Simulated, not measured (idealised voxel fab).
The process module presented herein is designated voxel double patterning.
Square cell edge 5 nm, section width 170 nm, ID cut.
Cross-section spec: square-cell grid; bands listed top down; each band is one or more rows.
This entry defines a band. It first specifies the height of the band's top and the height of its bottom in nm, and then specifies the band's materials from left to right, stating each material with its width in nm. The word "all across" identifies a single material that fills the band from edge to edge, while the word "blank" identifies empty space.
Heads up on the height convention: 0 is the point under which the incoming wafer is all one material, and the lowest band has no bottom, it just keeps going down, like "top 0, no bottom".
You'd read "30->40" like this: the band's top row of cells is as wide as the first number, its bottom row is as wide as the second, and going down, every row changes width by the same amount as the row before did.
Any step labelled "no modifications" changed none of the cells in the cross-section.
Heads up: "Sealed cavities" only lists the empty pockets with no open path to the top that are 8 cells or more, and it writes them as width x height at distance, distance from the left edge, in nm.
If you see something after the settings on a step's line, that's the simulator's own remark about that step.
The "overlay nm" setting may appear on a step's line; for a step that uses a mask, it gives how far to the right of its planned position the mask lay, and a negative value indicates the left.

# Planned process steps
1) op RECEIVE | material Si
2) op CONFORMAL_DEP | material SiN | thk nm 10
3) op DIRECTIONAL_DEP | material SiO2 | thk nm 10
4) op DIRECTIONAL_DEP | material SiCN | thk nm 10
5) op DIRECTIONAL_DEP | material aC | thk nm 15
6) op PATTERN | tone open | mask id FIRST | material resist | width nm 15 | pitch nm 50 | thk nm 35 | overlay nm -15
7) op DIRECTIONAL_ETCH | etch materials aC | depth nm 15
8) op STRIP | etch materials resist
9) op DIRECTIONAL_ETCH | etch materials SiCN | depth nm 10
10) op STRIP | etch materials aC
11) op PATTERN | tone open | mask id SECOND | material resist | width nm 15 | thk nm 20 | overlay nm 0
12) op DIRECTIONAL_ETCH | etch materials SiCN | depth nm 10
13) op STRIP | etch materials resist
14) op DIRECTIONAL_ETCH | etch materials SiO2 | depth nm 10
15) op STRIP | etch materials SiCN
varied across the wafers: overlay nm of step 6. The plan shows the first wafer's value. All wafers start alike

# As-received cross-section, first of several wafers, post step 1
top 0, no bottom  Si all across
Sealed cavities: none

# For your reference, the table is organized with a row per wafer; each row reflects the wafer at the end of the module, indicating for each material the cells gained (+) or lost (-) since receipt, and thereafter its closed voids
overlay nm -15, +68 SiN, +52 SiO2, Sealed cavities: none
overlay nm -10, +68 SiN, +50 SiO2, Sealed cavities: none
overlay nm -5, +68 SiN, +50 SiO2, Sealed cavities: none
overlay nm 0, +68 SiN, +50 SiO2, Sealed cavities: none
overlay nm 5, +68 SiN, +50 SiO2, Sealed cavities: none
overlay nm 10, +68 SiN, +50 SiO2, Sealed cavities: none
overlay nm 15, +68 SiN, +52 SiO2, Sealed cavities: none
